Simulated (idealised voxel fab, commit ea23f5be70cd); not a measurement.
process module | voxel wiring stack
cross-section cut | 235 nm wide | cells 5 nm
A cross-section is a grid of square cells, given in bands from the top down. A band is one or more rows of cells.
Each band's line starts with the height of the band's top and of its bottom, in nm. Then come its materials from left to right, each with its width in nm. One material with "throughout" fills the band from edge to edge. "air" is empty space.
Height 0 is the level under which the wafer as received is all one material. The lowest band goes on downwards, as in "0 down".
A width such as "30 to 40" changes by the same amount from each row of cells to the next, from the band's top row to its bottom row.
"no change" after a step means that no cell of the cross-section changed.
closed voids: empty space of 8 cells or more with no open way to the top, each as width x height at its distance from the left edge, in nm
after a step's settings: what the simulator itself notes on the step
overlay nm, on a step with a mask: how far to the right of its planned place the mask lay; to the left if negative
plan
1 op RECEIVE | material Si
2 op CONFORMAL_DEP | material SiO2 | thk nm 10
3 op CONFORMAL_DEP | material SiCN | thk nm 5
4 op DIRECTIONAL_DEP | material SiO2 | thk nm 25
5 op MASKED_ETCH | tone open | mask id METAL_1 | width nm 25 | pitch nm 45 | etch materials SiO2 | depth nm 25 | overlay nm 0
6 op MASKED_ETCH | tone open | mask id METAL_1 | width nm 25 | pitch nm 45 | etch materials SiCN | depth nm 5 | overlay nm 0
7 op CONFORMAL_DEP | material TiN | thk nm 5
8 op FILL_DEP | material Cu | thk nm 10
9 op CMP | height nm 40
10 op CONFORMAL_DEP | material SiCN | thk nm 5
11 op DIRECTIONAL_DEP | material lowk | thk nm 30
12 op DIRECTIONAL_DEP | material aC | thk nm 10
13 op PATTERN | tone open | mask id METAL_2_HOLES | material resist | width nm 15 | pitch nm 90 | thk nm 30 | overlay nm 0
14 op DIRECTIONAL_ETCH | etch materials aC | depth nm 10
15 op STRIP | etch materials resist
16 op DIRECTIONAL_ETCH | etch materials lowk | depth nm 30
17 op STRIP | etch materials aC
18 op MASKED_ETCH | tone open | mask id METAL_2 | width nm 25 | pitch nm 45 | etch materials lowk | depth nm 20 | overlay nm 0
19 op MASKED_ETCH | tone open | mask id METAL_2 | width nm 25 | pitch nm 45 | etch materials SiCN | depth nm 5 | overlay nm 0
20 op CONFORMAL_DEP | material TiN | thk nm 5
21 op FILL_DEP | material Cu | thk nm 5
22 op CMP | height nm 75
23 op CONFORMAL_DEP | material SiCN | thk nm 5
24 op DIRECTIONAL_DEP | material lowk | thk nm 20
25 op MASKED_ETCH | tone open | mask id PLUG_2 | width nm 15 | pitch nm 90 | etch materials lowk | depth nm 20 | overlay nm 0
26 op MASKED_ETCH | tone open | mask id PLUG_2 | width nm 15 | pitch nm 90 | etch materials SiCN | depth nm 5 | overlay nm 0
27 op EPI | material Ru | thk nm 10
28 op EPI | material Ru | thk nm 10
29 op EPI | material Ru | thk nm 5
30 op CONFORMAL_DEP | material SiN | thk nm 5
31 op DIRECTIONAL_DEP | material lowk | thk nm 15
32 op PATTERN | tone open | mask id METAL_3 | material resist | width nm 25 | pitch nm 45 | thk nm 20 | overlay nm 0
33 op DIRECTIONAL_ETCH | etch materials lowk | depth nm 15
34 op DIRECTIONAL_ETCH | etch materials SiN | depth nm 5
35 op STRIP | etch materials resist
36 op CONFORMAL_DEP | material TiN | thk nm 5
37 op FILL_DEP | material Cu | thk nm 10
38 op CMP | height nm 120
39 op EPI | material Ru | thk nm 5
40 op FILL_DEP | material SiCN | thk nm 5
41 op DIRECTIONAL_DEP | material SiO2 | thk nm 10
42 op PATTERN | tone open | mask id PLUG_3 | material resist | width nm 15 | pitch nm 45 | thk nm 15 | overlay nm 0
43 op DIRECTIONAL_ETCH | etch materials SiO2 | depth nm 10
44 op DIRECTIONAL_ETCH | etch materials SiCN | depth nm 5
45 op STRIP | etch materials resist
46 op EPI | material Ru | thk nm 10
47 op EPI | material Ru | thk nm 5
48 op CONFORMAL_DEP | material SiCN | thk nm 5
49 op DIRECTIONAL_DEP | material SiO2 | thk nm 20
50 op PATTERN | tone open | mask id METAL_4 | material resist | width nm 25 | pitch nm 45 | thk nm 15 | overlay nm 0
51 op DIRECTIONAL_ETCH | etch materials SiO2 | depth nm 20
52 op DIRECTIONAL_ETCH | etch materials SiCN | depth nm 5
53 op STRIP | etch materials resist
54 op CONFORMAL_DEP | material TiN | thk nm 5
55 op FILL_DEP | material W | thk nm 10
56 op CMP | height nm 165
57 op CONFORMAL_DEP | material SiCN | thk nm 5
as received, after step 1
  0 down: Si throughout
  closed voids: none
first wafer at the end, as planned
  170 to 165: SiCN throughout
  165 to 145: SiO2 60 | TiN 5 | W 15 | TiN 5 | SiO2 20 | TiN 5 | W 15 | TiN 5 | SiO2 20 | TiN 5 | W 15 | TiN 5 | SiO2 60
  145 to 140: SiCN 60 | TiN 25 | SiCN 20 | TiN 25 | SiCN 20 | TiN 25 | SiCN 60
  140 to 130: SiO2 60 | Ru 15 | SiO2 30 | Ru 15 | SiO2 30 | Ru 15 | SiO2 70
  130 to 120: SiCN 60 to 55 | Ru 15 to 35 | SiCN 30 to 10 | Ru 15 to 35 | SiCN 30 to 10 | Ru 15 to 35 | SiCN 70 to 55
  120 to 105: lowk 60 | TiN 5 | Cu 15 | TiN 5 | lowk 20 | TiN 5 | Cu 15 | TiN 5 | lowk 20 | TiN 5 | Cu 15 | TiN 5 | lowk 60
  105 to 100: SiN 60 | TiN 25 | SiN 20 | TiN 25 | SiN 20 | TiN 25 | SiN 60
  100 to 80: lowk 60 | Ru 15 | lowk 75 | Ru 15 | lowk 70
  80 to 75: SiCN 60 | Ru 15 | SiCN 75 | Ru 15 | SiCN 70
  75 to 60: lowk 60 | TiN 5 | Cu 15 | TiN 5 | lowk 20 | TiN 5 | Cu 15 | TiN 5 | lowk 20 | TiN 5 | Cu 15 | TiN 5 | lowk 60
  60 to 55: lowk 60 | TiN 5 | Cu 5 | TiN 15 | lowk 20 | TiN 25 | lowk 20 | TiN 5 | Cu 5 | TiN 15 | lowk 60
  55 to 45: lowk 60 | TiN 5 | Cu 5 | TiN 5 | lowk 75 | TiN 5 | Cu 5 | TiN 5 | lowk 70
  45 to 40: SiCN 60 | TiN 15 | SiCN 75 | TiN 15 | SiCN 70
  40 to 15: SiO2 60 | TiN 5 | Cu 15 | TiN 5 | SiO2 20 | TiN 5 | Cu 15 | TiN 5 | SiO2 20 | TiN 5 | Cu 15 | TiN 5 | SiO2 60
  15 to 10: SiCN 60 | TiN 25 | SiCN 20 | TiN 25 | SiCN 20 | TiN 25 | SiCN 60
  10 to 0: SiO2 throughout
  0 down: Si throughout
  closed voids: none
second wafer at the end: like start, like plan, one mistake
  170 to 165: SiCN throughout
  165 to 145: SiO2 60 | TiN 5 | W 15 | TiN 5 | SiO2 20 | TiN 5 | W 15 | TiN 5 | SiO2 20 | TiN 5 | W 15 | TiN 5 | SiO2 60
  145 to 140: SiCN 60 | TiN 25 | SiCN 20 | TiN 25 | SiCN 20 | TiN 25 | SiCN 60
  140 to 130: SiO2 60 | Ru 15 | SiO2 30 | Ru 15 | SiO2 30 | Ru 15 | SiO2 70
  130 to 120: SiCN 60 to 55 | Ru 15 to 35 | SiCN 30 to 10 | Ru 15 to 35 | SiCN 30 to 10 | Ru 15 to 35 | SiCN 70 to 55
  120 to 105: lowk 60 | TiN 5 | Cu 15 | TiN 5 | lowk 20 | TiN 5 | Cu 15 | TiN 5 | lowk 20 | TiN 5 | Cu 15 | TiN 5 | lowk 60
  105 to 100: SiN 60 | TiN 25 | SiN 20 | TiN 25 | SiN 20 | TiN 25 | SiN 60
  100 to 80: lowk 60 | Ru 15 | lowk 75 | Ru 15 | lowk 70
  80 to 75: SiCN 60 | Ru 15 | SiCN 75 | Ru 15 | SiCN 70
  75 to 60: lowk 60 | SiN 5 | Cu 15 | SiN 5 | lowk 20 | SiN 5 | Cu 15 | SiN 5 | lowk 20 | SiN 5 | Cu 15 | SiN 5 | lowk 60
  60 to 55: lowk 60 | SiN 5 | Cu 5 | SiN 15 | lowk 20 | SiN 25 | lowk 20 | SiN 5 | Cu 5 | SiN 15 | lowk 60
  55 to 45: lowk 60 | SiN 5 | Cu 5 | SiN 5 | lowk 75 | SiN 5 | Cu 5 | SiN 5 | lowk 70
  45 to 40: SiCN 60 | SiN 15 | SiCN 75 | SiN 15 | SiCN 70
  40 to 15: SiO2 60 | TiN 5 | Cu 15 | TiN 5 | SiO2 20 | TiN 5 | Cu 15 | TiN 5 | SiO2 20 | TiN 5 | Cu 15 | TiN 5 | SiO2 60
  15 to 10: SiCN 60 | TiN 25 | SiCN 20 | TiN 25 | SiCN 20 | TiN 25 | SiCN 60
  10 to 0: SiO2 throughout
  0 down: Si throughout
  closed voids: none
what went wrong: step 20 ran as: op CONFORMAL_DEP | material SiN | thk nm 5
at the end the second wafer has, in cells: 45 more of SiN | 45 fewer of TiN
